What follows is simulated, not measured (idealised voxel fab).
A process module follows: voxel released beams.
Square cell edge 5 nm, section width 295 nm, ID cut.
Heads up, the way a cross-section reads in here is a grid of square cells, handed over as bands from the top down, with every band being one or more rows of cells. Look at the band entry: it leads with the top's height and the bottom's height in nm. Then it lists the materials left to right, with a width in nm for each. The word "edge to edge" on a single material says that material fills the band edge to edge. The word "empty" is empty space. Height reference: 0 = level under which incoming wafer is all one material. Lowest band: no bottom, runs on downward, e.g. "from 0 down". Per-row width for "30->40": begins at first number (top row of band), ends at second number (bottom row), increment between rows held constant. A step reported as "same as before" is a step in which no cell of the cross-section changed. Under "Closed empty spaces" you'll find the enclosed gaps, the ones with no way out to the top, that are 8 cells or bigger; each reads width x height at distance, with distance counted from the left edge, everything in nm. That trailing text on a step's line, after the settings, is the simulator's own remark on the step. Each step line may optionally specify "overlay nm", which for a step with a mask gives the rightward distance between the mask's planned place and where it lay, a negative value indicating the leftward direction.
## plan
| 1 | RECEIVE with material Si |
| 2 | CONFORMAL_DEP with material Al2O3, thk nm 5 |
| 3 | DIRECTIONAL_DEP with material SiO2, thk nm 10 |
| 4 | MASKED_ETCH with tone open, mask id ANCHOR, width nm 35, etch materials SiO2, depth nm 10, overlay nm 0 |
| 5 | CONFORMAL_DEP with material W, thk nm 10 |
| 6 | MASKED_ETCH with tone cover, mask id BEAM, width nm 105, etch materials W, depth nm 10, overlay nm 0 |
| 7 | STRIP with etch materials SiO2 |
## First wafer, two in total, run as planned
## The cross-section here shows the wafer as received, i.e. in its state after step 1
  from 0 down | Si edge to edge
  Closed empty spaces: none
## Cross-section through the wafer, step 2 finished
  from 5 to 0 | Al2O3 edge to edge
  Below 0 it's all the same as before, nothing changed down there.
## Cross-section through the wafer, step 3 finished
  from 15 to 5 | SiO2 edge to edge
  Below 5 it's all the same as before, nothing changed down there.
## Cross-section through the wafer, step 4 finished
  from 15 to 5 | 95 nm SiO2, then 35 nm empty, then 165 nm SiO2
  Below 5 it's all the same as before, nothing changed down there.
## Cross-section through the wafer, step 5 finished
  from 25 to 15 | 105 nm W, then 15 nm empty, then 175 nm W
  from 15 to 5 | 95 nm SiO2, then 35 nm W, then 165 nm SiO2
  Below 5 it's all the same as before, nothing changed down there.
## Cross-section through the wafer, step 6 finished
  from 25 to 15 | 90 nm empty, then 15 nm W, then 15 nm empty, then 75 nm W, then 100 nm empty
  Below 15 it's all the same as before, nothing changed down there.
## Cross-section through the wafer, step 7 finished
  from 25 to 15 | 90 nm empty, then 15 nm W, then 15 nm empty, then 75 nm W, then 100 nm empty
  from 15 to 5 | 95 nm empty, then 35 nm W, then 165 nm empty
  Below 5 it's all the same as before, nothing changed down there.
## The second wafer was prepared from the same starting point and under the same plan as the first; its processing contained one mistake, and it remains indistinguishable from the first wafer up to and including step 1
## Second wafer profile in section, at the moment step 2 of the plan was meant to be complete
  from 10 to 0 | SiO2 edge to edge
  Below 0 it's all the same as before, nothing changed down there.
## Second wafer profile in section, at the moment step 3 of the plan was meant to be complete
  from 15 to 10 | Al2O3 edge to edge
  Below 10 it's all the same as before, nothing changed down there.
Second wafer profile in section, at the moment step 4 of the plan was meant to be complete: same as before
## Second wafer profile in section, at the moment step 5 of the plan was meant to be complete
  from 25 to 15 | W edge to edge
  Below 15 it's all the same as before, nothing changed down there.
## Second wafer profile in section, at the moment step 6 of the plan was meant to be complete
  from 25 to 15 | 90 nm empty, then 105 nm W, then 100 nm empty
  Below 15 it's all the same as before, nothing changed down there.
Second wafer profile in section, at the moment step 7 of the plan was meant to be complete: same as before
Against the plan, the run slipped here: steps 2 and 3 traded places in the executed sequence
The final cell counts differ between the wafers, with the second having more or fewer of some materials than the first: SiO2 +118; W -8
